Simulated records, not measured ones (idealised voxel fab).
process module | voxel double patterning
cross-section cut | 230 nm wide | cells 5 nm
A cross-section is a grid of square cells, given in bands from the top down. A band is one or more rows of cells.
Each band's line starts with the height of the band's top and of its bottom, in nm. Then come its materials from left to right, each with its width in nm. One material with "throughout" fills the band from edge to edge. "air" is empty space.
Height 0 is the level under which the wafer as received is all one material. The lowest band goes on downwards, as in "0 down".
A width such as "30 to 40" changes by the same amount from each row of cells to the next, from the band's top row to its bottom row.
"no change" after a step means that no cell of the cross-section changed.
closed voids: empty space of 8 cells or more with no open way to the top, each as width x height at its distance from the left edge, in nm
after a step's settings: what the simulator itself notes on the step
overlay nm, on a step with a mask: how far to the right of its planned place the mask lay; to the left if negative
plan
1 op RECEIVE | material Si
2 op CONFORMAL_DEP | material SiO2 | thk nm 10
3 op DIRECTIONAL_DEP | material TiN | thk nm 15
4 op DIRECTIONAL_DEP | material SiCN | thk nm 5
5 op MASKED_ETCH | tone open | mask id FIRST | width nm 15 | pitch nm 50 | etch materials SiCN | depth nm 5 | overlay nm 0
6 op PATTERN | tone open | mask id SECOND | material resist | width nm 15 | pitch nm 50 | thk nm 15 | overlay nm 0
7 op DIRECTIONAL_ETCH | etch materials SiCN | depth nm 5
8 op STRIP | etch materials resist
9 op DIRECTIONAL_ETCH | etch materials TiN | depth nm 15
10 op STRIP | etch materials SiCN
first wafer, as planned
as received, after step 1
  0 down: Si throughout
  closed voids: none
after step 2
  10 to 0: SiO2 throughout
  below 0: unchanged
after step 3
  25 to 10: TiN throughout
  below 10: unchanged
after step 4
  30 to 25: SiCN throughout
  below 25: unchanged
after step 5
  30 to 25: SiCN 55 | air 15 | SiCN 35 | air 15 | SiCN 35 | air 15 | SiCN 60
  below 25: unchanged
after step 6
  45 to 30: resist 80 | air 15 | resist 35 | air 15 | resist 85
  30 to 25: SiCN 55 | resist 15 | SiCN 35 | resist 15 | SiCN 35 | resist 15 | SiCN 60
  below 25: unchanged
after step 7
  45 to 30: resist 80 | air 15 | resist 35 | air 15 | resist 85
  30 to 25: SiCN 55 | resist 15 | SiCN 10 | air 15 | SiCN 10 | resist 15 | SiCN 10 | air 15 | SiCN 10 | resist 15 | SiCN 60
  below 25: unchanged
after step 8
  30 to 25: SiCN 55 | air 15 | SiCN 10 | air 15 | SiCN 10 | air 15 | SiCN 10 | air 15 | SiCN 10 | air 15 | SiCN 60
  below 25: unchanged
after step 9
  30 to 25: SiCN 55 | air 15 | SiCN 10 | air 15 | SiCN 10 | air 15 | SiCN 10 | air 15 | SiCN 10 | air 15 | SiCN 60
  25 to 10: TiN 55 | air 15 | TiN 10 | air 15 | TiN 10 | air 15 | TiN 10 | air 15 | TiN 10 | air 15 | TiN 60
  below 10: unchanged
after step 10
  25 to 10: TiN 55 | air 15 | TiN 10 | air 15 | TiN 10 | air 15 | TiN 10 | air 15 | TiN 10 | air 15 | TiN 60
  below 10: unchanged
second wafer: like start, like plan, one mistake. Through step 5 it matches the first wafer
when step 6 should have ended
  45 to 30: resist 85 | air 15 | resist 35 | air 15 | resist 80
  30 to 25: SiCN 55 | resist 15 | SiCN 35 | resist 15 | SiCN 35 | resist 15 | SiCN 60
  below 25: unchanged
when step 7 should have ended
  45 to 30: resist 85 | air 15 | resist 35 | air 15 | resist 80
  30 to 25: SiCN 55 | resist 15 | SiCN 15 | air 15 | SiCN 5 | resist 15 | SiCN 15 | air 15 | SiCN 5 | resist 15 | SiCN 60
  below 25: unchanged
when step 8 should have ended
  30 to 25: SiCN 55 | air 15 | SiCN 15 | air 15 | SiCN 5 | air 15 | SiCN 15 | air 15 | SiCN 5 | air 15 | SiCN 60
  below 25: unchanged
when step 9 should have ended
  30 to 25: SiCN 55 | air 15 | SiCN 15 | air 15 | SiCN 5 | air 15 | SiCN 15 | air 15 | SiCN 5 | air 15 | SiCN 60
  25 to 10: TiN 55 | air 15 | TiN 15 | air 15 | TiN 5 | air 15 | TiN 15 | air 15 | TiN 5 | air 15 | TiN 60
  below 10: unchanged
when step 10 should have ended
  25 to 10: TiN 55 | air 15 | TiN 15 | air 15 | TiN 5 | air 15 | TiN 15 | air 15 | TiN 5 | air 15 | TiN 60
  below 10: unchanged
what went wrong: step 6 ran as: op PATTERN | tone open | mask id SECOND | material resist | width nm 15 | pitch nm 50 | thk nm 15 | overlay nm 5
at the end the second wafer has, in cells: as many of each material as the first, in other places
